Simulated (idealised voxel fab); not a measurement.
Module name: voxel trench capacitor (process module)
The width of the displayed cross-section, cut, is 205 nm; its cells are square, with a size of 5 nm.
Bands, listed from the top down, are how a cross-section gets written in this document; the cross-section itself is a grid of square cells, and a band is one or more rows of them.
Read a band's entry like this: the first values are the height of its top and the height of its bottom in nm, and what follows is the sequence of materials from left to right, each with its width in nm. Note that "blank" is empty space, and that a single material marked "all across" reaches across the band from edge to edge.
Heads up on the height convention: 0 is the point under which the incoming wafer is all one material, and the lowest band has no bottom, it just keeps going down, like "from 0 down".
Width "30->40": first value at the band's top row of cells, second value at its bottom row, equal change from row to row.
No cell of the cross-section changed in a step that is given as "no modification".
In the "Voids lacking openings" entry, you get each enclosed empty space of 8 cells or more, one with no open way to the top, written width x height at distance, distance from the left edge, in nm.
On each step's line, the part that comes after the settings is the simulator's own comment on the step.
overlay nm: right-of-plan distance of the mask on a masked step; negative values mean left-of-plan.

Process steps - plan
step 1: op RECEIVE | material Si
step 2: op CONFORMAL_DEP | material SiN | thk nm 10
step 3: op DIRECTIONAL_DEP | material aC | thk nm 10
step 4: op PATTERN | tone open | mask id TRENCH | material resist | width nm 15 | pitch nm 45 | thk nm 25 | overlay nm 0
step 5: op DIRECTIONAL_ETCH | etch materials aC | depth nm 10
step 6: op STRIP | etch materials resist
step 7: op DIRECTIONAL_ETCH | etch materials SiN | depth nm 10
step 8: op DIRECTIONAL_ETCH | etch materials Si | depth nm 40
step 9: op STRIP | etch materials aC
step 10: op CONFORMAL_DEP | material Al2O3 | thk nm 5
step 11: op FILL_DEP | material polySi | thk nm 5
step 12: op CMP | height nm 10

First wafer of two (run as planned)

as received, after step 1
from 0 down = Si all across
Voids lacking openings: none

Cross-section through the wafer, step 2 finished
from 10 to 0 = SiN all across
Below 0 it's all the same as before, nothing changed down there.

Cross-section through the wafer, step 3 finished
from 20 to 10 = aC all across
Below 10 it's all the same as before, nothing changed down there.

Cross-section through the wafer, step 4 finished
from 45 to 20 = 50 resist / 15 blank / 30 resist / 15 blank / 30 resist / 15 blank / 50 resist
Below 20 it's all the same as before, nothing changed down there.

Cross-section through the wafer, step 5 finished
from 35 to 20 = 50 resist / 15 blank / 30 resist / 15 blank / 30 resist / 15 blank / 50 resist
from 20 to 10 = 50 aC / 15 blank / 30 aC / 15 blank / 30 aC / 15 blank / 50 aC
Below 10 it's all the same as before, nothing changed down there.

Cross-section through the wafer, step 6 finished
from 20 to 10 = 50 aC / 15 blank / 30 aC / 15 blank / 30 aC / 15 blank / 50 aC
Below 10 it's all the same as before, nothing changed down there.

Cross-section through the wafer, step 7 finished
from 20 to 10 = 50 aC / 15 blank / 30 aC / 15 blank / 30 aC / 15 blank / 50 aC
from 10 to 0 = 50 SiN / 15 blank / 30 SiN / 15 blank / 30 SiN / 15 blank / 50 SiN
Below 0 it's all the same as before, nothing changed down there.

Cross-section through the wafer, step 8 finished
from 20 to 10 = 50 aC / 15 blank / 30 aC / 15 blank / 30 aC / 15 blank / 50 aC
from 10 to 0 = 50 SiN / 15 blank / 30 SiN / 15 blank / 30 SiN / 15 blank / 50 SiN
from 0 to -40 = 50 Si / 15 blank / 30 Si / 15 blank / 30 Si / 15 blank / 50 Si
Below -40 it's all the same as before, nothing changed down there.

Cross-section through the wafer, step 9 finished
from 10 to 0 = 50 SiN / 15 blank / 30 SiN / 15 blank / 30 SiN / 15 blank / 50 SiN
Below 0 it's all the same as before, nothing changed down there.

Cross-section through the wafer, step 10 finished
from 15 to 10 = 55 Al2O3 / 5 blank / 40 Al2O3 / 5 blank / 40 Al2O3 / 5 blank / 55 Al2O3
from 10 to 0 = 50 SiN / 5 Al2O3 / 5 blank / 5 Al2O3 / 30 SiN / 5 Al2O3 / 5 blank / 5 Al2O3 / 30 SiN / 5 Al2O3 / 5 blank / 5 Al2O3 / 50 SiN
from 0 to -35 = 50 Si / 5 Al2O3 / 5 blank / 5 Al2O3 / 30 Si / 5 Al2O3 / 5 blank / 5 Al2O3 / 30 Si / 5 Al2O3 / 5 blank / 5 Al2O3 / 50 Si
from -35 to -40 = 50 Si / 15 Al2O3 / 30 Si / 15 Al2O3 / 30 Si / 15 Al2O3 / 50 Si
Below -40 it's all the same as before, nothing changed down there.

Cross-section through the wafer, step 11 finished
from 20 to 15 = polySi all across
from 15 to 10 = 55 Al2O3 / 5 polySi / 40 Al2O3 / 5 polySi / 40 Al2O3 / 5 polySi / 55 Al2O3
from 10 to 0 = 50 SiN / 5 Al2O3 / 5 polySi / 5 Al2O3 / 30 SiN / 5 Al2O3 / 5 polySi / 5 Al2O3 / 30 SiN / 5 Al2O3 / 5 polySi / 5 Al2O3 / 50 SiN
from 0 to -35 = 50 Si / 5 Al2O3 / 5 polySi / 5 Al2O3 / 30 Si / 5 Al2O3 / 5 polySi / 5 Al2O3 / 30 Si / 5 Al2O3 / 5 polySi / 5 Al2O3 / 50 Si
Below -35 it's all the same as before, nothing changed down there.

Cross-section through the wafer, step 12 finished
from 10 to 0 = 50 SiN / 5 Al2O3 / 5 polySi / 5 Al2O3 / 30 SiN / 5 Al2O3 / 5 polySi / 5 Al2O3 / 30 SiN / 5 Al2O3 / 5 polySi / 5 Al2O3 / 50 SiN
Below 0 it's all the same as before, nothing changed down there.

For the second wafer, take the first wafer's start and plan, then add one mistake made in running it; everything through step 5, that step included, is shared with the first

Second wafer at the planned finish of step 6, seen in cross-section
from 35 to 20 = 50 resist / 15 blank / 30 resist / 15 blank / 30 resist / 15 blank / 50 resist
from 20 to 10 = 50 aC / 15 blank / 30 aC / 15 blank / 30 aC / 15 blank / 50 aC
from 10 to 0 = 50 SiN / 15 blank / 30 SiN / 15 blank / 30 SiN / 15 blank / 50 SiN
Below 0 it's all the same as before, nothing changed down there.

Second wafer at the planned finish of step 7, seen in cross-section
from 20 to 10 = 50 aC / 15 blank / 30 aC / 15 blank / 30 aC / 15 blank / 50 aC
Below 10 it's all the same as before, nothing changed down there.

Second wafer at the planned finish of step 8, seen in cross-section
from 20 to 10 = 50 aC / 15 blank / 30 aC / 15 blank / 30 aC / 15 blank / 50 aC
from 10 to 0 = 50 SiN / 15 blank / 30 SiN / 15 blank / 30 SiN / 15 blank / 50 SiN
from 0 to -40 = 50 Si / 15 blank / 30 Si / 15 blank / 30 Si / 15 blank / 50 Si
Below -40 it's all the same as before, nothing changed down there.

Second wafer at the planned finish of step 9, seen in cross-section
from 10 to 0 = 50 SiN / 15 blank / 30 SiN / 15 blank / 30 SiN / 15 blank / 50 SiN
Below 0 it's all the same as before, nothing changed down there.

Second wafer at the planned finish of step 10, seen in cross-section
from 15 to 10 = 55 Al2O3 / 5 blank / 40 Al2O3 / 5 blank / 40 Al2O3 / 5 blank / 55 Al2O3
from 10 to 0 = 50 SiN / 5 Al2O3 / 5 blank / 5 Al2O3 / 30 SiN / 5 Al2O3 / 5 blank / 5 Al2O3 / 30 SiN / 5 Al2O3 / 5 blank / 5 Al2O3 / 50 SiN
from 0 to -35 = 50 Si / 5 Al2O3 / 5 blank / 5 Al2O3 / 30 Si / 5 Al2O3 / 5 blank / 5 Al2O3 / 30 Si / 5 Al2O3 / 5 blank / 5 Al2O3 / 50 Si
from -35 to -40 = 50 Si / 15 Al2O3 / 30 Si / 15 Al2O3 / 30 Si / 15 Al2O3 / 50 Si
Below -40 it's all the same as before, nothing changed down there.

Second wafer at the planned finish of step 11, seen in cross-section
from 20 to 15 = polySi all across
from 15 to 10 = 55 Al2O3 / 5 polySi / 40 Al2O3 / 5 polySi / 40 Al2O3 / 5 polySi / 55 Al2O3
from 10 to 0 = 50 SiN / 5 Al2O3 / 5 polySi / 5 Al2O3 / 30 SiN / 5 Al2O3 / 5 polySi / 5 Al2O3 / 30 SiN / 5 Al2O3 / 5 polySi / 5 Al2O3 / 50 SiN
from 0 to -35 = 50 Si / 5 Al2O3 / 5 polySi / 5 Al2O3 / 30 Si / 5 Al2O3 / 5 polySi / 5 Al2O3 / 30 Si / 5 Al2O3 / 5 polySi / 5 Al2O3 / 50 Si
Below -35 it's all the same as before, nothing changed down there.

Second wafer at the planned finish of step 12, seen in cross-section
from 10 to 0 = 50 SiN / 5 Al2O3 / 5 polySi / 5 Al2O3 / 30 SiN / 5 Al2O3 / 5 polySi / 5 Al2O3 / 30 SiN / 5 Al2O3 / 5 polySi / 5 Al2O3 / 50 SiN
Below 0 it's all the same as before, nothing changed down there.
Processing error: steps 6 and 7 got flipped, so each one ran where the other should have
If you compare the two wafers at the end, their cross-sections are the same, so as far as this model is concerned the mistake changes nothing.
